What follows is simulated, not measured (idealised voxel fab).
A process module follows: voxel transistor to metal.
Pictured: cross-section cut, 200 nm wide, on a grid of 5 nm square cells.
Heads up, the way a cross-section reads in here is a grid of square cells, handed over as bands from the top down, with every band being one or more rows of cells. Basically the band line says how high the top is and how high the bottom is, in nm, and then what's in it from left to right, every material with its width in nm. Empty space shows up as "blank", and if a single material carries "edge to edge" it runs the full band edge to edge. A quick word on heights: they are counted from 0, and under that level the wafer as it came to us is one material throughout. The lowest band is different from the rest in having no bottom; it simply continues downward, written as in "0 nm and below". A width given as "30 to 40" starts at the first number in the band's top row and ends at the second number in its bottom row, shifting by an equal amount at every step from row to row. Key: "left unchanged" - step with no changed cell in the cross-section. Entry "Voids, sealed" = empty spaces >= 8 cells with no open way to the top; each as width x height at distance, distance from left edge, all nm. after a step's settings: what the simulator itself notes on the step. overlay nm: step with mask; distance mask lay right of planned place; negative value = left of planned place.

-- Here's what the planned process steps look like
1. RECEIVE with material Si
2. OXIDIZE with depth nm 5
3. CONFORMAL_DEP with material SiN, thk nm 10
4. DIRECTIONAL_DEP with material aC, thk nm 10
5. PATTERN with tone cover, mask id ACTIVE, material resist, width nm 115, thk nm 30, overlay nm 0
6. DIRECTIONAL_ETCH with etch materials aC, depth nm 10
7. STRIP with etch materials resist
8. DIRECTIONAL_ETCH with etch materials SiN, depth nm 10
9. DIRECTIONAL_ETCH with etch materials SiO2, depth nm 5
10. DIRECTIONAL_ETCH with etch materials Si, depth nm 20
11. STRIP with etch materials aC
12. OXIDIZE with depth nm 5
13. FILL_DEP with material SiO2, thk nm 5
14. CMP with height nm 10
15. SELECTIVE_ETCH with etch materials SiO2, depth nm 5
16. STRIP with etch materials SiN
17. SELECTIVE_ETCH with etch materials SiO2, depth nm 5
18. OXIDIZE with depth nm 5
19. DIRECTIONAL_DEP with material polySi, thk nm 25
20. DIRECTIONAL_DEP with material SiCN, thk nm 15
21. PATTERN with tone cover, mask id GATE, material resist, width nm 35, thk nm 15, overlay nm 0
22. DIRECTIONAL_ETCH with etch materials SiCN, depth nm 25
23. DIRECTIONAL_ETCH with etch materials polySi, depth nm 35
24. STRIP with etch materials resist
25. CONFORMAL_DEP with material SiN, thk nm 5
26. DIRECTIONAL_ETCH with etch materials SiN, depth nm 5
27. DIRECTIONAL_ETCH with etch materials SiO2, depth nm 5
28. DIRECTIONAL_ETCH with etch materials Si, depth nm 10
29. EPI with material pSi, thk nm 15
30. FILL_DEP with material SiO2, thk nm 10
31. CMP with height nm 20
32. STRIP with etch materials polySi
33. SELECTIVE_ETCH with etch materials SiO2, depth nm 5
34. CONFORMAL_DEP with material HfO2, thk nm 5
35. CONFORMAL_DEP with material TiN, thk nm 5
36. FILL_DEP with material W, thk nm 10
37. CMP with height nm 15
38. DIRECTIONAL_DEP with material SiO2, thk nm 10
39. MASKED_ETCH with tone open, mask id CONTACT, width nm 15, pitch nm 80, etch materials SiO2, depth nm 30, overlay nm 0
40. CONFORMAL_DEP with material TiN, thk nm 5
41. FILL_DEP with material Ru, thk nm 10
42. CMP with height nm 25
43. CONFORMAL_DEP with material SiN, thk nm 5
44. DIRECTIONAL_DEP with material SiO2, thk nm 20
45. MASKED_ETCH with tone open, mask id METAL_1, width nm 15, pitch nm 80, etch materials SiO2, depth nm 20, overlay nm 0
46. MASKED_ETCH with tone open, mask id METAL_1, width nm 15, pitch nm 80, etch materials SiN, depth nm 5, overlay nm 0
47. CONFORMAL_DEP with material TiN, thk nm 5
48. FILL_DEP with material Cu, thk nm 5
49. CMP with height nm 50
50. EPI with material Ru, thk nm 5
51. FILL_DEP with material SiCN, thk nm 5

-- Account of the first of two wafers, which was processed as intended

-- Step 1 complete: cross-section of the wafer as received
  0 nm and below  Si edge to edge
  Voids, sealed: none

-- The wafer, seen in cross-section, after step 2
  0 nm to -5 nm  SiO2 edge to edge
  Heights below -5 show no change.

-- The wafer, seen in cross-section, after step 3
  10 nm to 0 nm  SiN edge to edge
  Heights below 0 show no change.

-- The wafer, seen in cross-section, after step 4
  20 nm to 10 nm  aC edge to edge
  Heights below 10 show no change.

-- The wafer, seen in cross-section, after step 5
  50 nm to 20 nm  40 nm blank; 115 nm resist; 45 nm blank
  Heights below 20 show no change.

-- The wafer, seen in cross-section, after step 6
  40 nm to 20 nm  40 nm blank; 115 nm resist; 45 nm blank
  20 nm to 10 nm  40 nm blank; 115 nm aC; 45 nm blank
  Heights below 10 show no change.

-- The wafer, seen in cross-section, after step 7
  20 nm to 10 nm  40 nm blank; 115 nm aC; 45 nm blank
  Heights below 10 show no change.

-- The wafer, seen in cross-section, after step 8
  20 nm to 10 nm  40 nm blank; 115 nm aC; 45 nm blank
  10 nm to 0 nm  40 nm blank; 115 nm SiN; 45 nm blank
  Heights below 0 show no change.

-- The wafer, seen in cross-section, after step 9
  20 nm to 10 nm  40 nm blank; 115 nm aC; 45 nm blank
  10 nm to 0 nm  40 nm blank; 115 nm SiN; 45 nm blank
  0 nm to -5 nm  40 nm blank; 115 nm SiO2; 45 nm blank
  Heights below -5 show no change.

-- The wafer, seen in cross-section, after step 10
  20 nm to 10 nm  40 nm blank; 115 nm aC; 45 nm blank
  10 nm to 0 nm  40 nm blank; 115 nm SiN; 45 nm blank
  0 nm to -5 nm  40 nm blank; 115 nm SiO2; 45 nm blank
  -5 nm to -25 nm  40 nm blank; 115 nm Si; 45 nm blank
  Heights below -25 show no change.

-- The wafer, seen in cross-section, after step 11
  10 nm to 0 nm  40 nm blank; 115 nm SiN; 45 nm blank
  Heights below 0 show no change.

-- The wafer, seen in cross-section, after step 12
  10 nm to 0 nm  40 nm blank; 115 nm SiN; 45 nm blank
  0 nm to -5 nm  40 nm blank; 115 nm SiO2; 45 nm blank
  -5 nm to -25 nm  40 nm blank; 5 nm SiO2; 105 nm Si; 5 nm SiO2; 45 nm blank
  -25 nm to -30 nm  45 nm SiO2; 105 nm Si; 50 nm SiO2
  Heights below -30 show no change.

-- The wafer, seen in cross-section, after step 13
  15 nm to 10 nm  SiO2 edge to edge
  10 nm to 0 nm  40 nm SiO2; 115 nm SiN; 45 nm SiO2
  0 nm to -5 nm  SiO2 edge to edge
  -5 nm to -30 nm  45 nm SiO2; 105 nm Si; 50 nm SiO2
  Heights below -30 show no change.

-- The wafer, seen in cross-section, after step 14
  10 nm to 0 nm  40 nm SiO2; 115 nm SiN; 45 nm SiO2
  Heights below 0 show no change.

-- The wafer, seen in cross-section, after step 15
  10 nm to 5 nm  40 nm blank; 115 nm SiN; 45 nm blank
  Heights below 5 show no change.

-- The wafer, seen in cross-section, after step 16
  5 nm to 0 nm  40 nm SiO2; 115 nm blank; 45 nm SiO2
  Heights below 0 show no change.

-- The wafer, seen in cross-section, after step 17
  0 nm to -5 nm  35 nm SiO2; 125 nm blank; 40 nm SiO2
  Heights below -5 show no change.

-- The wafer, seen in cross-section, after step 18
  0 nm to -5 nm  35 nm SiO2; 125 nm blank; 40 nm SiO2
  -5 nm to -10 nm  SiO2 edge to edge
  Heights below -10 show no change.

-- The wafer, seen in cross-section, after step 19
  25 nm to 20 nm  35 nm polySi; 125 nm blank; 40 nm polySi
  20 nm to 0 nm  polySi edge to edge
  0 nm to -5 nm  35 nm SiO2; 125 nm polySi; 40 nm SiO2
  Heights below -5 show no change.

-- The wafer, seen in cross-section, after step 20
  40 nm to 35 nm  35 nm SiCN; 125 nm blank; 40 nm SiCN
  35 nm to 25 nm  SiCN edge to edge
  25 nm to 20 nm  35 nm polySi; 125 nm SiCN; 40 nm polySi
  Heights below 20 show no change.

-- The wafer, seen in cross-section, after step 21
  55 nm to 40 nm  80 nm blank; 35 nm resist; 85 nm blank
  40 nm to 35 nm  35 nm SiCN; 45 nm blank; 35 nm resist; 45 nm blank; 40 nm SiCN
  Heights below 35 show no change.

-- The wafer, seen in cross-section, after step 22
  55 nm to 35 nm  80 nm blank; 35 nm resist; 85 nm blank
  35 nm to 25 nm  80 nm blank; 35 nm SiCN; 85 nm blank
  25 nm to 20 nm  35 nm polySi; 45 nm blank; 35 nm SiCN; 45 nm blank; 40 nm polySi
  Heights below 20 show no change.

-- The wafer, seen in cross-section, after step 23
  55 nm to 35 nm  80 nm blank; 35 nm resist; 85 nm blank
  35 nm to 20 nm  80 nm blank; 35 nm SiCN; 85 nm blank
  20 nm to 0 nm  80 nm blank; 35 nm polySi; 85 nm blank
  0 nm to -5 nm  35 nm SiO2; 45 nm blank; 35 nm polySi; 45 nm blank; 40 nm SiO2
  Heights below -5 show no change.

-- The wafer, seen in cross-section, after step 24
  35 nm to 20 nm  80 nm blank; 35 nm SiCN; 85 nm blank
  Heights below 20 show no change.

-- The wafer, seen in cross-section, after step 25
  40 nm to 35 nm  75 nm blank; 45 nm SiN; 80 nm blank
  35 nm to 20 nm  75 nm blank; 5 nm SiN; 35 nm SiCN; 5 nm SiN; 80 nm blank
  20 nm to 5 nm  75 nm blank; 5 nm SiN; 35 nm polySi; 5 nm SiN; 80 nm blank
  5 nm to 0 nm  40 nm SiN; 35 nm blank; 5 nm SiN; 35 nm polySi; 5 nm SiN; 35 nm blank; 45 nm SiN
  0 nm to -5 nm  35 nm SiO2; 45 nm SiN; 35 nm polySi; 45 nm SiN; 40 nm SiO2
  Heights below -5 show no change.

-- The wafer, seen in cross-section, after step 26
  35 nm to 20 nm  75 nm blank; 5 nm SiN; 35 nm SiCN; 5 nm SiN; 80 nm blank
  20 nm to 0 nm  75 nm blank; 5 nm SiN; 35 nm polySi; 5 nm SiN; 80 nm blank
  0 nm to -5 nm  35 nm SiO2; 5 nm SiN; 35 nm blank; 5 nm SiN; 35 nm polySi; 5 nm SiN; 35 nm blank; 5 nm SiN; 40 nm SiO2
  Heights below -5 show no change.

-- The wafer, seen in cross-section, after step 27
  35 nm to 20 nm  75 nm blank; 5 nm SiN; 35 nm SiCN; 5 nm SiN; 80 nm blank
  20 nm to 0 nm  75 nm blank; 5 nm SiN; 35 nm polySi; 5 nm SiN; 80 nm blank
  0 nm to -5 nm  35 nm blank; 5 nm SiN; 35 nm blank; 5 nm SiN; 35 nm polySi; 5 nm SiN; 35 nm blank; 5 nm SiN; 40 nm blank
  -5 nm to -10 nm  40 nm SiO2; 35 nm blank; 45 nm SiO2; 35 nm blank; 45 nm SiO2
  Heights below -10 show no change.

-- The wafer, seen in cross-section, after step 28
  35 nm to 20 nm  75 nm blank; 5 nm SiN; 35 nm SiCN; 5 nm SiN; 80 nm blank
  20 nm to 0 nm  75 nm blank; 5 nm SiN; 35 nm polySi; 5 nm SiN; 80 nm blank
  0 nm to -5 nm  35 nm blank; 5 nm SiN; 35 nm blank; 5 nm SiN; 35 nm polySi; 5 nm SiN; 35 nm blank; 5 nm SiN; 40 nm blank
  -5 nm to -10 nm  40 nm SiO2; 35 nm blank; 45 nm SiO2; 35 nm blank; 45 nm SiO2
  -10 nm to -20 nm  45 nm SiO2; 30 nm blank; 45 nm Si; 30 nm blank; 50 nm SiO2
  Heights below -20 show no change.

-- The wafer, seen in cross-section, after step 29
  35 nm to 20 nm  75 nm blank; 5 nm SiN; 35 nm SiCN; 5 nm SiN; 80 nm blank
  20 nm to 5 nm  75 nm blank; 5 nm SiN; 35 nm polySi; 5 nm SiN; 80 nm blank
  5 nm to 0 nm  60 nm blank; 15 nm pSi; 5 nm SiN; 35 nm polySi; 5 nm SiN; 15 nm pSi; 65 nm blank
  0 nm to -5 nm  35 nm blank; 5 nm SiN; 20 nm blank; 15 nm pSi; 5 nm SiN; 35 nm polySi; 5 nm SiN; 15 nm pSi; 20 nm blank; 5 nm SiN; 40 nm blank
  -5 nm to -10 nm  40 nm SiO2; 35 nm pSi; 45 nm SiO2; 35 nm pSi; 45 nm SiO2
  -10 nm to -20 nm  45 nm SiO2; 30 nm pSi; 45 nm Si; 30 nm pSi; 50 nm SiO2
  Heights below -20 show no change.

-- The wafer, seen in cross-section, after step 30
  45 nm to 35 nm  SiO2 edge to edge
  35 nm to 20 nm  75 nm SiO2; 5 nm SiN; 35 nm SiCN; 5 nm SiN; 80 nm SiO2
  20 nm to 5 nm  75 nm SiO2; 5 nm SiN; 35 nm polySi; 5 nm SiN; 80 nm SiO2
  5 nm to 0 nm  60 nm SiO2; 15 nm pSi; 5 nm SiN; 35 nm polySi; 5 nm SiN; 15 nm pSi; 65 nm SiO2
  0 nm to -5 nm  35 nm SiO2; 5 nm SiN; 20 nm SiO2; 15 nm pSi; 5 nm SiN; 35 nm polySi; 5 nm SiN; 15 nm pSi; 20 nm SiO2; 5 nm SiN; 40 nm SiO2
  Heights below -5 show no change.

-- The wafer, seen in cross-section, after step 31
  20 nm to 5 nm  75 nm SiO2; 5 nm SiN; 35 nm polySi; 5 nm SiN; 80 nm SiO2
  Heights below 5 show no change.

-- The wafer, seen in cross-section, after step 32
  20 nm to 5 nm  75 nm SiO2; 5 nm SiN; 35 nm blank; 5 nm SiN; 80 nm SiO2
  5 nm to 0 nm  60 nm SiO2; 15 nm pSi; 5 nm SiN; 35 nm blank; 5 nm SiN; 15 nm pSi; 65 nm SiO2
  0 nm to -5 nm  35 nm SiO2; 5 nm SiN; 20 nm SiO2; 15 nm pSi; 5 nm SiN; 35 nm blank; 5 nm SiN; 15 nm pSi; 20 nm SiO2; 5 nm SiN; 40 nm SiO2
  Heights below -5 show no change.

-- The wafer, seen in cross-section, after step 33
  20 nm to 15 nm  75 nm blank; 5 nm SiN; 35 nm blank; 5 nm SiN; 80 nm blank
  15 nm to 5 nm  75 nm SiO2; 5 nm SiN; 35 nm blank; 5 nm SiN; 80 nm SiO2
  5 nm to 0 nm  60 nm SiO2; 15 nm pSi; 5 nm SiN; 35 nm blank; 5 nm SiN; 15 nm pSi; 65 nm SiO2
  0 nm to -5 nm  35 nm SiO2; 5 nm SiN; 20 nm SiO2; 15 nm pSi; 5 nm SiN; 35 nm blank; 5 nm SiN; 15 nm pSi; 20 nm SiO2; 5 nm SiN; 40 nm SiO2
  -5 nm to -10 nm  40 nm SiO2; 35 nm pSi; 45 nm blank; 35 nm pSi; 45 nm SiO2
  Heights below -10 show no change.

-- The wafer, seen in cross-section, after step 34
  25 nm to 20 nm  70 nm blank; 15 nm HfO2; 25 nm blank; 15 nm HfO2; 75 nm blank
  20 nm to 15 nm  75 nm HfO2; 5 nm SiN; 5 nm HfO2; 25 nm blank; 5 nm HfO2; 5 nm SiN; 80 nm HfO2
  15 nm to 5 nm  75 nm SiO2; 5 nm SiN; 5 nm HfO2; 25 nm blank; 5 nm HfO2; 5 nm SiN; 80 nm SiO2
  5 nm to 0 nm  60 nm SiO2; 15 nm pSi; 5 nm SiN; 5 nm HfO2; 25 nm blank; 5 nm HfO2; 5 nm SiN; 15 nm pSi; 65 nm SiO2
  0 nm to -5 nm  35 nm SiO2; 5 nm SiN; 20 nm SiO2; 15 nm pSi; 5 nm SiN; 5 nm HfO2; 25 nm blank; 5 nm HfO2; 5 nm SiN; 15 nm pSi; 20 nm SiO2; 5 nm SiN; 40 nm SiO2
  -5 nm to -10 nm  40 nm SiO2; 35 nm pSi; 45 nm HfO2; 35 nm pSi; 45 nm SiO2
  Heights below -10 show no change.

-- The wafer, seen in cross-section, after step 35
  30 nm to 25 nm  65 nm blank; 25 nm TiN; 15 nm blank; 25 nm TiN; 70 nm blank
  25 nm to 20 nm  70 nm TiN; 15 nm HfO2; 5 nm TiN; 15 nm blank; 5 nm TiN; 15 nm HfO2; 75 nm TiN
  20 nm to 15 nm  75 nm HfO2; 5 nm SiN; 5 nm HfO2; 5 nm TiN; 15 nm blank; 5 nm TiN; 5 nm HfO2; 5 nm SiN; 80 nm HfO2
  15 nm to 5 nm  75 nm SiO2; 5 nm SiN; 5 nm HfO2; 5 nm TiN; 15 nm blank; 5 nm TiN; 5 nm HfO2; 5 nm SiN; 80 nm SiO2
  5 nm to 0 nm  60 nm SiO2; 15 nm pSi; 5 nm SiN; 5 nm HfO2; 5 nm TiN; 15 nm blank; 5 nm TiN; 5 nm HfO2; 5 nm SiN; 15 nm pSi; 65 nm SiO2
  0 nm to -5 nm  35 nm SiO2; 5 nm SiN; 20 nm SiO2; 15 nm pSi; 5 nm SiN; 5 nm HfO2; 25 nm TiN; 5 nm HfO2; 5 nm SiN; 15 nm pSi; 20 nm SiO2; 5 nm SiN; 40 nm SiO2
  Heights below -5 show no change.

-- The wafer, seen in cross-section, after step 36
  40 nm to 30 nm  W edge to edge
  30 nm to 25 nm  65 nm W; 25 nm TiN; 15 nm W; 25 nm TiN; 70 nm W
  25 nm to 20 nm  70 nm TiN; 15 nm HfO2; 5 nm TiN; 15 nm W; 5 nm TiN; 15 nm HfO2; 75 nm TiN
  20 nm to 15 nm  75 nm HfO2; 5 nm SiN; 5 nm HfO2; 5 nm TiN; 15 nm W; 5 nm TiN; 5 nm HfO2; 5 nm SiN; 80 nm HfO2
  15 nm to 5 nm  75 nm SiO2; 5 nm SiN; 5 nm HfO2; 5 nm TiN; 15 nm W; 5 nm TiN; 5 nm HfO2; 5 nm SiN; 80 nm SiO2
  5 nm to 0 nm  60 nm SiO2; 15 nm pSi; 5 nm SiN; 5 nm HfO2; 5 nm TiN; 15 nm W; 5 nm TiN; 5 nm HfO2; 5 nm SiN; 15 nm pSi; 65 nm SiO2
  Heights below 0 show no change.

-- The wafer, seen in cross-section, after step 37
  15 nm to 5 nm  75 nm SiO2; 5 nm SiN; 5 nm HfO2; 5 nm TiN; 15 nm W; 5 nm TiN; 5 nm HfO2; 5 nm SiN; 80 nm SiO2
  Heights below 5 show no change.

-- The wafer, seen in cross-section, after step 38
  25 nm to 15 nm  SiO2 edge to edge
  Heights below 15 show no change.

-- The wafer, seen in cross-section, after step 39
  25 nm to 15 nm  50 nm SiO2; 15 nm blank; 65 nm SiO2; 15 nm blank; 55 nm SiO2
  15 nm to 5 nm  50 nm SiO2; 15 nm blank; 10 nm SiO2; 5 nm SiN; 5 nm HfO2; 5 nm TiN; 15 nm W; 5 nm TiN; 5 nm HfO2; 5 nm SiN; 10 nm SiO2; 15 nm blank; 55 nm SiO2
  5 nm to 0 nm  50 nm SiO2; 10 nm blank; 15 nm pSi; 5 nm SiN; 5 nm HfO2; 5 nm TiN; 15 nm W; 5 nm TiN; 5 nm HfO2; 5 nm SiN; 15 nm pSi; 10 nm blank; 55 nm SiO2
  0 nm to -5 nm  35 nm SiO2; 5 nm SiN; 10 nm SiO2; 10 nm blank; 15 nm pSi; 5 nm SiN; 5 nm HfO2; 25 nm TiN; 5 nm HfO2; 5 nm SiN; 15 nm pSi; 10 nm blank; 10 nm SiO2; 5 nm SiN; 40 nm SiO2
  Heights below -5 show no change.

-- The wafer, seen in cross-section, after step 40
  30 nm to 25 nm  55 nm TiN; 5 nm blank; 75 nm TiN; 5 nm blank; 60 nm TiN
  25 nm to 15 nm  50 nm SiO2; 5 nm TiN; 5 nm blank; 5 nm TiN; 65 nm SiO2; 5 nm TiN; 5 nm blank; 5 nm TiN; 55 nm SiO2
  15 nm to 10 nm  50 nm SiO2; 5 nm TiN; 5 nm blank; 5 nm TiN; 10 nm SiO2; 5 nm SiN; 5 nm HfO2; 5 nm TiN; 15 nm W; 5 nm TiN; 5 nm HfO2; 5 nm SiN; 10 nm SiO2; 5 nm TiN; 5 nm blank; 5 nm TiN; 55 nm SiO2
  10 nm to 5 nm  50 nm SiO2; 15 nm TiN; 10 nm SiO2; 5 nm SiN; 5 nm HfO2; 5 nm TiN; 15 nm W; 5 nm TiN; 5 nm HfO2; 5 nm SiN; 10 nm SiO2; 15 nm TiN; 55 nm SiO2
  5 nm to 0 nm  50 nm SiO2; 10 nm TiN; 15 nm pSi; 5 nm SiN; 5 nm HfO2; 5 nm TiN; 15 nm W; 5 nm TiN; 5 nm HfO2; 5 nm SiN; 15 nm pSi; 10 nm TiN; 55 nm SiO2
  0 nm to -5 nm  35 nm SiO2; 5 nm SiN; 10 nm SiO2; 10 nm TiN; 15 nm pSi; 5 nm SiN; 5 nm HfO2; 25 nm TiN; 5 nm HfO2; 5 nm SiN; 15 nm pSi; 10 nm TiN; 10 nm SiO2; 5 nm SiN; 40 nm SiO2
  Heights below -5 show no change.

-- The wafer, seen in cross-section, after step 41
  40 nm to 30 nm  Ru edge to edge
  30 nm to 25 nm  55 nm TiN; 5 nm Ru; 75 nm TiN; 5 nm Ru; 60 nm TiN
  25 nm to 15 nm  50 nm SiO2; 5 nm TiN; 5 nm Ru; 5 nm TiN; 65 nm SiO2; 5 nm TiN; 5 nm Ru; 5 nm TiN; 55 nm SiO2
  15 nm to 10 nm  50 nm SiO2; 5 nm TiN; 5 nm Ru; 5 nm TiN; 10 nm SiO2; 5 nm SiN; 5 nm HfO2; 5 nm TiN; 15 nm W; 5 nm TiN; 5 nm HfO2; 5 nm SiN; 10 nm SiO2; 5 nm TiN; 5 nm Ru; 5 nm TiN; 55 nm SiO2
  Heights below 10 show no change.

-- The wafer, seen in cross-section, after step 42
  25 nm to 15 nm  50 nm SiO2; 5 nm TiN; 5 nm Ru; 5 nm TiN; 65 nm SiO2; 5 nm TiN; 5 nm Ru; 5 nm TiN; 55 nm SiO2
  Heights below 15 show no change.

-- The wafer, seen in cross-section, after step 43
  30 nm to 25 nm  SiN edge to edge
  Heights below 25 show no change.

-- The wafer, seen in cross-section, after step 44
  50 nm to 30 nm  SiO2 edge to edge
  Heights below 30 show no change.

-- The wafer, seen in cross-section, after step 45
  50 nm to 30 nm  50 nm SiO2; 15 nm blank; 65 nm SiO2; 15 nm blank; 55 nm SiO2
  Heights below 30 show no change.

-- The wafer, seen in cross-section, after step 46
  50 nm to 30 nm  50 nm SiO2; 15 nm blank; 65 nm SiO2; 15 nm blank; 55 nm SiO2
  30 nm to 25 nm  50 nm SiN; 15 nm blank; 65 nm SiN; 15 nm blank; 55 nm SiN
  Heights below 25 show no change.

-- The wafer, seen in cross-section, after step 47
  55 nm to 50 nm  55 nm TiN; 5 nm blank; 75 nm TiN; 5 nm blank; 60 nm TiN
  50 nm to 30 nm  50 nm SiO2; 5 nm TiN; 5 nm blank; 5 nm TiN; 65 nm SiO2; 5 nm TiN; 5 nm blank; 5 nm TiN; 55 nm SiO2
  30 nm to 25 nm  50 nm SiN; 15 nm TiN; 65 nm SiN; 15 nm TiN; 55 nm SiN
  Heights below 25 show no change.

-- The wafer, seen in cross-section, after step 48
  60 nm to 55 nm  Cu edge to edge
  55 nm to 50 nm  55 nm TiN; 5 nm Cu; 75 nm TiN; 5 nm Cu; 60 nm TiN
  50 nm to 30 nm  50 nm SiO2; 5 nm TiN; 5 nm Cu; 5 nm TiN; 65 nm SiO2; 5 nm TiN; 5 nm Cu; 5 nm TiN; 55 nm SiO2
  Heights below 30 show no change.

-- The wafer, seen in cross-section, after step 49
  50 nm to 30 nm  50 nm SiO2; 5 nm TiN; 5 nm Cu; 5 nm TiN; 65 nm SiO2; 5 nm TiN; 5 nm Cu; 5 nm TiN; 55 nm SiO2
  Heights below 30 show no change.

-- The wafer, seen in cross-section, after step 50
  55 nm to 50 nm  45 nm blank; 25 nm Ru; 55 nm blank; 25 nm Ru; 50 nm blank
  Heights below 50 show no change.

-- The wafer, seen in cross-section, after step 51
  60 nm to 55 nm  SiCN edge to edge
  55 nm to 50 nm  45 nm SiCN; 25 nm Ru; 55 nm SiCN; 25 nm Ru; 50 nm SiCN
  Heights below 50 show no change.

-- It is to be noted that the second wafer proceeded from the same initial state and according to the same plan as the first, although one mistake was committed in its execution; through step 41, inclusive, the two wafers share an identical history

Cross-section: second wafer, time at which step 42 was scheduled to end: left unchanged

-- Cross-section: second wafer, time at which step 43 was scheduled to end
  45 nm to 40 nm  SiN edge to edge
  Heights below 40 show no change.

-- Cross-section: second wafer, time at which step 44 was scheduled to end
  65 nm to 45 nm  SiO2 edge to edge
  Heights below 45 show no change.

-- Cross-section: second wafer, time at which step 45 was scheduled to end
  65 nm to 45 nm  50 nm SiO2; 15 nm blank; 65 nm SiO2; 15 nm blank; 55 nm SiO2
  Heights below 45 show no change.

-- Cross-section: second wafer, time at which step 46 was scheduled to end
  65 nm to 45 nm  50 nm SiO2; 15 nm blank; 65 nm SiO2; 15 nm blank; 55 nm SiO2
  45 nm to 40 nm  50 nm SiN; 15 nm blank; 65 nm SiN; 15 nm blank; 55 nm SiN
  Heights below 40 show no change.

-- Cross-section: second wafer, time at which step 47 was scheduled to end
  70 nm to 65 nm  55 nm TiN; 5 nm blank; 75 nm TiN; 5 nm blank; 60 nm TiN
  65 nm to 45 nm  50 nm SiO2; 5 nm TiN; 5 nm blank; 5 nm TiN; 65 nm SiO2; 5 nm TiN; 5 nm blank; 5 nm TiN; 55 nm SiO2
  45 nm to 40 nm  50 nm SiN; 15 nm TiN; 65 nm SiN; 15 nm TiN; 55 nm SiN
  Heights below 40 show no change.

-- Cross-section: second wafer, time at which step 48 was scheduled to end
  75 nm to 70 nm  Cu edge to edge
  70 nm to 65 nm  55 nm TiN; 5 nm Cu; 75 nm TiN; 5 nm Cu; 60 nm TiN
  65 nm to 45 nm  50 nm SiO2; 5 nm TiN; 5 nm Cu; 5 nm TiN; 65 nm SiO2; 5 nm TiN; 5 nm Cu; 5 nm TiN; 55 nm SiO2
  Heights below 45 show no change.

-- Cross-section: second wafer, time at which step 49 was scheduled to end
  50 nm to 45 nm  50 nm SiO2; 5 nm TiN; 5 nm Cu; 5 nm TiN; 65 nm SiO2; 5 nm TiN; 5 nm Cu; 5 nm TiN; 55 nm SiO2
  Heights below 45 show no change.

-- Cross-section: second wafer, time at which step 50 was scheduled to end
  55 nm to 50 nm  45 nm blank; 25 nm Ru; 55 nm blank; 25 nm Ru; 50 nm blank
  Heights below 50 show no change.

-- Cross-section: second wafer, time at which step 51 was scheduled to end
  60 nm to 55 nm  SiCN edge to edge
  55 nm to 50 nm  45 nm SiCN; 25 nm Ru; 55 nm SiCN; 25 nm Ru; 50 nm SiCN
  Heights below 50 show no change.
Plan not followed: step 42 of the plan was excluded from execution and never run
Heads up, by the end the second wafer has more or fewer cells of some materials compared to the first: Cu: 6 fewer | Ru: 82 more | SiO2: 102 fewer | TiN: 26 more
